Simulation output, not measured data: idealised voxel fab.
process module | voxel self aligned vias
cross-section cut | 205 nm wide | cells 5 nm
A cross-section is a grid of square cells, given in bands from the top down. A band is one or more rows of cells.
Each band's line starts with the height of the band's top and of its bottom, in nm. Then come its materials from left to right, each with its width in nm. One material with "throughout" fills the band from edge to edge. "air" is empty space.
Height 0 is the level under which the wafer as received is all one material. The lowest band goes on downwards, as in "0 down".
A width such as "30 to 40" changes by the same amount from each row of cells to the next, from the band's top row to its bottom row.
"no change" after a step means that no cell of the cross-section changed.
closed voids: empty space of 8 cells or more with no open way to the top, each as width x height at its distance from the left edge, in nm
after a step's settings: what the simulator itself notes on the step
overlay nm, on a step with a mask: how far to the right of its planned place the mask lay; to the left if negative
plan
1 op RECEIVE | material Si
2 op CONFORMAL_DEP | material SiO2 | thk nm 15
3 op CONFORMAL_DEP | material SiCN | thk nm 5
4 op DIRECTIONAL_DEP | material SiO2 | thk nm 20
5 op PATTERN | tone open | mask id LINES | material resist | width nm 25 | pitch nm 60 | thk nm 20 | overlay nm 0
6 op DIRECTIONAL_ETCH | etch materials SiO2 | depth nm 20
7 op STRIP | etch materials resist
8 op CONFORMAL_DEP | material TiN | thk nm 5
9 op FILL_DEP | material Ru | thk nm 5
10 op CMP | height nm 40
11 op SELECTIVE_ETCH | etch materials W Ru TiN | depth nm 5
12 op FILL_DEP | material SiN | thk nm 5
13 op CMP | height nm 40
14 op DIRECTIONAL_DEP | material SiO2 | thk nm 15
15 op MASKED_ETCH | tone open | mask id VIAS | width nm 45 | pitch nm 60 | etch materials SiO2 | depth nm 15 | overlay nm 0
16 op MASKED_ETCH | tone open | mask id VIAS | width nm 45 | pitch nm 60 | etch materials SiN | depth nm 5 | overlay nm 0
17 op CONFORMAL_DEP | material TiN | thk nm 5
18 op FILL_DEP | material W | thk nm 5
19 op CMP | height nm 55
20 op CONFORMAL_DEP | material SiN | thk nm 5
as received, after step 1
  0 down: Si throughout
  closed voids: none
a wafer at the end: this start, this plan, one mistake
  60 to 55: SiN throughout
  55 to 40: SiO2 20 | TiN 5 | W 35 | TiN 5 | SiO2 15 | TiN 5 | W 35 | TiN 5 | SiO2 15 | TiN 5 | W 35 | TiN 5 | SiO2 20
  40 to 35: SiO2 20 | TiN 45 | SiO2 15 | TiN 45 | SiO2 15 | TiN 45 | SiO2 20
  35 to 25: SiO2 20 | TiN 15 | Ru 15 | TiN 15 | SiO2 15 | TiN 15 | Ru 15 | TiN 15 | SiO2 15 | TiN 15 | Ru 15 | TiN 15 | SiO2 20
  25 to 20: SiO2 30 | TiN 25 | SiO2 35 | TiN 25 | SiO2 35 | TiN 25 | SiO2 30
  20 to 15: SiCN throughout
  15 to 0: SiO2 throughout
  0 down: Si throughout
  closed voids: none
what went wrong: step 15 was run twice
